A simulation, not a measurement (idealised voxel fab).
process module | voxel capacitor over wiring
cross-section cut | 275 nm wide | cells 5 nm
A cross-section is a grid of square cells, given in bands from the top down. A band is one or more rows of cells.
Each band's line starts with the height of the band's top and of its bottom, in nm. Then come its materials from left to right, each with its width in nm. One material with "throughout" fills the band from edge to edge. "air" is empty space.
Height 0 is the level under which the wafer as received is all one material. The lowest band goes on downwards, as in "0 down".
A width such as "30 to 40" changes by the same amount from each row of cells to the next, from the band's top row to its bottom row.
"no change" after a step means that no cell of the cross-section changed.
closed voids: empty space of 8 cells or more with no open way to the top, each as width x height at its distance from the left edge, in nm
after a step's settings: what the simulator itself notes on the step
overlay nm, on a step with a mask: how far to the right of its planned place the mask lay; to the left if negative
plan
1 op RECEIVE | material Si
2 op CONFORMAL_DEP | material SiO2 | thk nm 10
3 op DIRECTIONAL_DEP | material TiN | thk nm 5
4 op DIRECTIONAL_DEP | material Ru | thk nm 20
5 op PATTERN | tone cover | mask id METAL_1 | material resist | width nm 20 | pitch nm 75 | thk nm 20 | overlay nm 0
6 op DIRECTIONAL_ETCH | etch materials Ru | depth nm 20
7 op DIRECTIONAL_ETCH | etch materials TiN | depth nm 5
8 op STRIP | etch materials resist
9 op CONFORMAL_DEP | material SiN | thk nm 5
10 op FILL_DEP | material SiO2 | thk nm 5
11 op CMP | height nm 35
12 op CONFORMAL_DEP | material SiCN | thk nm 5
13 op DIRECTIONAL_DEP | material SiO2 | thk nm 15
14 op DIRECTIONAL_DEP | material aC | thk nm 15
15 op PATTERN | tone open | mask id PLUG_1 | material resist | width nm 15 | thk nm 30 | overlay nm 0
16 op DIRECTIONAL_ETCH | etch materials aC | depth nm 15
17 op STRIP | etch materials resist
18 op DIRECTIONAL_ETCH | etch materials SiO2 | depth nm 15
19 op DIRECTIONAL_ETCH | etch materials SiCN | depth nm 5
20 op STRIP | etch materials aC
21 op CONFORMAL_DEP | material TiN | thk nm 5
22 op FILL_DEP | material Ru | thk nm 5
23 op CMP | height nm 55
24 op DIRECTIONAL_DEP | material TiN | thk nm 5
25 op DIRECTIONAL_DEP | material Al2O3 | thk nm 5
26 op DIRECTIONAL_DEP | material TiN | thk nm 5
27 op MASKED_ETCH | tone cover | mask id UPPER_PLATE | width nm 60 | etch materials TiN | depth nm 5 | overlay nm -15
28 op MASKED_ETCH | tone cover | mask id UPPER_PLATE | width nm 60 | etch materials Al2O3 | depth nm 5 | overlay nm 0
29 op PATTERN | tone cover | mask id LOWER_PLATE | material resist | width nm 70 | thk nm 15 | overlay nm 0
30 op DIRECTIONAL_ETCH | etch materials TiN | depth nm 5
31 op STRIP | etch materials resist
32 op FILL_DEP | material SiO2 | thk nm 15
33 op CMP | height nm 80
34 op PATTERN | tone open | mask id PLUG_2 | material resist | width nm 15 | thk nm 20 | overlay nm 0
35 op DIRECTIONAL_ETCH | etch materials SiO2 | depth nm 10
36 op STRIP | etch materials resist
37 op CONFORMAL_DEP | material TiN | thk nm 5
38 op FILL_DEP | material Ru | thk nm 5
39 op CMP | height nm 80
40 op CONFORMAL_DEP | material SiCN | thk nm 5
varied across the wafers: overlay nm of step 27. The plan shows the first wafer's value. All wafers start alike
first wafer as received, after step 1
  0 down: Si throughout
  closed voids: none
first wafer at the end, after step 40
  85 to 80: SiCN throughout
  80 to 75: SiO2 105 | TiN 5 | Ru 5 | TiN 5 | SiO2 155
  75 to 65: SiO2 105 to 90 | TiN 15 to 50 | SiO2 155 to 135
  65 to 60: SiO2 80 | Al2O3 75 | SiO2 120
  60 to 55: SiO2 80 | TiN 80 | SiO2 115
  55 to 40: SiO2 95 | TiN 5 | Ru 5 | TiN 5 | SiO2 165
  40 to 35: SiCN 95 | TiN 15 | SiCN 165
  35 to 15: SiO2 85 | SiN 5 | Ru 20 | SiN 5 | SiO2 45 | SiN 5 | Ru 20 | SiN 5 | SiO2 85
  15 to 10: SiN 90 | TiN 20 | SiN 55 | TiN 20 | SiN 90
  10 to 0: SiO2 throughout
  0 down: Si throughout
  closed voids: none
last wafer at the end
  85 to 80: SiCN throughout
  80 to 75: SiO2 105 | TiN 5 | Ru 5 | TiN 5 | SiO2 155
  75 to 65: SiO2 105 to 110 | TiN 15 to 50 | SiO2 155 to 115
  65 to 60: SiO2 95 | Al2O3 75 | SiO2 105
  60 to 55: SiO2 90 | TiN 80 | SiO2 105
  55 to 40: SiO2 95 | TiN 5 | Ru 5 | TiN 5 | SiO2 165
  40 to 35: SiCN 95 | TiN 15 | SiCN 165
  35 to 15: SiO2 85 | SiN 5 | Ru 20 | SiN 5 | SiO2 45 | SiN 5 | Ru 20 | SiN 5 | SiO2 85
  15 to 10: SiN 90 | TiN 20 | SiN 55 | TiN 20 | SiN 90
  10 to 0: SiO2 throughout
  0 down: Si throughout
  closed voids: none
each wafer at the end: cells of each material gained (+) or lost (-) since it was received, then its closed voids
overlay nm -15 | +15 Al2O3 | +36 Ru | +107 SiCN | +63 SiN | +666 SiO2 | +48 TiN | closed voids: none
overlay nm -10 | +14 Al2O3 | +36 Ru | +107 SiCN | +63 SiN | +667 SiO2 | +48 TiN | closed voids: none
overlay nm -5 | +13 Al2O3 | +36 Ru | +107 SiCN | +63 SiN | +668 SiO2 | +48 TiN | closed voids: none
overlay nm 0 | +12 Al2O3 | +36 Ru | +107 SiCN | +63 SiN | +669 SiO2 | +48 TiN | closed voids: none
overlay nm 5 | +13 Al2O3 | +36 Ru | +107 SiCN | +63 SiN | +668 SiO2 | +48 TiN | closed voids: none
overlay nm 10 | +14 Al2O3 | +36 Ru | +107 SiCN | +63 SiN | +667 SiO2 | +48 TiN | closed voids: none
overlay nm 15 | +15 Al2O3 | +36 Ru | +107 SiCN | +63 SiN | +666 SiO2 | +48 TiN | closed voids: none
